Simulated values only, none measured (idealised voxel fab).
Process module heading - voxel released beams
For reference, the cross-section in this document is cut, with width 295 nm and square cells of 5 nm.
Notation: cross-section as square-cell grid; stated in bands, top first, going down; one or more cell rows per band. Basically the band line says how high the top is and how high the bottom is, in nm, and then what's in it from left to right, every material with its width in nm. Empty space shows up as "air", and if a single material carries "edge to edge" it runs the full band edge to edge. The level at which height equals 0 is the one under which the wafer, as it arrives, is entirely one material. No lower edge exists for the bottom band, which continues downward and is notated as in "top 0, no bottom". A width such as "30->40" changes by the same amount from each row of cells to the next, from the band's top row to its bottom row. Where the words "stayed the same" appear for a step, the cross-section shows no cell changed by that step; every cell remained as before. Entry "Closed cavities" = empty spaces >= 8 cells with no open way to the top; each as width x height at distance, distance from left edge, all nm. Anything after a step's settings on that line? It's the simulator's own note about the step. For masked steps, "overlay nm" on the step line gives how far right of plan the mask actually lay; a minus sign means it lay to the left.
-- These are the steps we planned for the process
1) RECEIVE | material Si
2) CONFORMAL_DEP | material Al2O3 | thk nm 5
3) DIRECTIONAL_DEP | material SiO2 | thk nm 15
4) DIRECTIONAL_DEP | material aC | thk nm 15
5) PATTERN | tone open | mask id ANCHOR | material resist | width nm 40 | thk nm 35 | overlay nm 0
6) DIRECTIONAL_ETCH | etch materials aC | depth nm 15
7) STRIP | etch materials resist
8) DIRECTIONAL_ETCH | etch materials SiO2 | depth nm 15
9) STRIP | etch materials aC
10) CONFORMAL_DEP | material SiN | thk nm 15
11) DIRECTIONAL_DEP | material aC | thk nm 15
12) PATTERN | tone cover | mask id BEAM | material resist | width nm 95 | thk nm 30 | overlay nm 0
13) DIRECTIONAL_ETCH | etch materials aC | depth nm 15
14) STRIP | etch materials resist
15) DIRECTIONAL_ETCH | etch materials SiN | depth nm 15
16) STRIP | etch materials aC
17) STRIP | etch materials SiO2
-- Wafer at receipt (post step 1), cross-section
- top 0, no bottom | Si edge to edge
- Closed cavities: none
-- The cross-section shown corresponds to the wafer at the conclusion of the module. The initial structure and the process plan are those presented above; however, one mistake occurred in executing the plan
- top 30, bottom 15 | 95 air, then 20 SiN, then 10 air, then 65 SiN, then 105 air
- top 15, bottom 0 | 100 air, then 40 SiN, then 155 air
- top 0, no bottom | Si edge to edge
- Closed cavities: none
Want to know what went wrong? step 2 of the plan was bypassed and not carried out
